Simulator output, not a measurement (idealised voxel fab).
Proc. module: voxel self aligned contacts
We display cut, a cross-section 210 nm in width whose square cells are each 5 nm.
Notation: cross-section as square-cell grid; stated in bands, top first, going down; one or more cell rows per band.
Top, bottom (nm), then materials left to right with widths (nm); lone material tagged "all across" fills the whole band edge to edge; "air" = empty space.
Ref level 0: as-received wafer is one material below here. Bottom band extends down with no lower bound ("0 down").
A width given as "30..40" starts at the first number in the band's top row and ends at the second number in its bottom row, shifting by an equal amount at every step from row to row.
"no alteration" -> step changed no cross-section cell.
Voids, enclosed: empty space of 8 cells or more with no open way to the top, each as width x height at its distance from the left edge, in nm
On a step's line, text after the settings is the simulator commenting on that step.
A step line may carry the setting "overlay nm", which, for steps involving a mask, states the distance by which the mask lay to the right of its intended position; negative values denote displacement to the left.
PLAN
- 1: RECEIVE [material Si]
- 2: CONFORMAL_DEP [material SiO2] [thk nm 5]
- 3: DIRECTIONAL_DEP [material polySi] [thk nm 30]
- 4: DIRECTIONAL_DEP [material SiN] [thk nm 15]
- 5: MASKED_ETCH [tone cover] [mask id GATE] [width nm 30] [pitch nm 55] [etch materials SiN] [depth nm 15] [overlay nm 0]
- 6: MASKED_ETCH [tone cover] [mask id GATE] [width nm 30] [pitch nm 55] [etch materials polySi] [depth nm 30] [overlay nm 0]
- 7: CONFORMAL_DEP [material SiN] [thk nm 5]
- 8: DIRECTIONAL_ETCH [etch materials SiN] [depth nm 5]
- 9: FILL_DEP [material SiO2] [thk nm 20]
- 10: CMP [height nm 60]
- 11: MASKED_ETCH [tone open] [mask id CONTACT] [width nm 35] [etch materials SiO2] [depth nm 60] [overlay nm -15]
- 12: CONFORMAL_DEP [material TiN] [thk nm 5]
- 13: FILL_DEP [material Ru] [thk nm 5]
- 14: CMP [height nm 60]
- 15: CONFORMAL_DEP [material SiCN] [thk nm 5]
Variable across wafers: step 11 overlay nm (plan value is that of the first wafer; starting state common to all).
CROSS-SECTIONAL VIEW OF THE FIRST OF SEVERAL WAFERS IN THE AS-RECEIVED CONDITION, CORRESPONDING TO THE STATE FOLLOWING STEP 1
    0 down = Si all across
    Voids, enclosed: none
CROSS-SECTION AFTER STEP 15, THE FINAL STEP OF THE MODULE, FOR THE FIRST OF SEVERAL WAFERS
    65 to 60 = SiCN all across
    60 to 55 = SiO2 (70) / TiN (5) / Ru (25) / TiN (5) / SiO2 (105)
    55 to 50 = SiO2 (70) / TiN (35) / SiO2 (105)
    50 to 35 = SiO2 (55) / SiN (40) / TiN (10) / SiO2 (5) / SiN (40) / SiO2 (60)
    35 to 5 = SiO2 (55) / SiN (5) / polySi (30) / SiN (5) / TiN (10) / SiO2 (5) / SiN (5) / polySi (30) / SiN (5) / SiO2 (60)
    5 to 0 = SiO2 (95) / TiN (10) / SiO2 (105)
    0 down = Si all across
    Voids, enclosed: none
CROSS-SECTION, LAST WAFER, MODULE COMPLETION
    65 to 60 = SiCN all across
    60 to 55 = SiO2 (100) / TiN (5) / Ru (25) / TiN (5) / SiO2 (75)
    55 to 50 = SiO2 (100) / TiN (35) / SiO2 (75)
    50 to 35 = SiO2 (55) / SiN (40) / SiO2 (5) / TiN (10) / SiN (40) / SiO2 (60)
    35 to 5 = SiO2 (55) / SiN (5) / polySi (30) / SiN (5) / SiO2 (5) / TiN (10) / SiN (5) / polySi (30) / SiN (5) / SiO2 (60)
    5 to 0 = SiO2 (100) / TiN (10) / SiO2 (100)
    0 down = Si all across
    Voids, enclosed: none
WAFER ROWS, END OF MODULE: CELLS PER MATERIAL GAINED (+) OR LOST (-) SINCE RECEIPT; CLOSED VOIDS LAST
overlay nm -15 | +5 Ru | +42 SiCN | +72 SiN | +326 SiO2 | +29 TiN | +72 polySi | Voids, enclosed: none
overlay nm -10 | +15 Ru | +42 SiCN | +72 SiN | +316 SiO2 | +29 TiN | +72 polySi | Voids, enclosed: none
overlay nm -5 | +15 Ru | +42 SiCN | +72 SiN | +316 SiO2 | +29 TiN | +72 polySi | Voids, enclosed: none
overlay nm 0 | +15 Ru | +42 SiCN | +72 SiN | +316 SiO2 | +29 TiN | +72 polySi | Voids, enclosed: none
overlay nm 5 | +15 Ru | +42 SiCN | +72 SiN | +316 SiO2 | +29 TiN | +72 polySi | Voids, enclosed: none
overlay nm 10 | +15 Ru | +42 SiCN | +72 SiN | +316 SiO2 | +29 TiN | +72 polySi | Voids, enclosed: none
overlay nm 15 | +5 Ru | +42 SiCN | +72 SiN | +326 SiO2 | +29 TiN | +72 polySi | Voids, enclosed: none
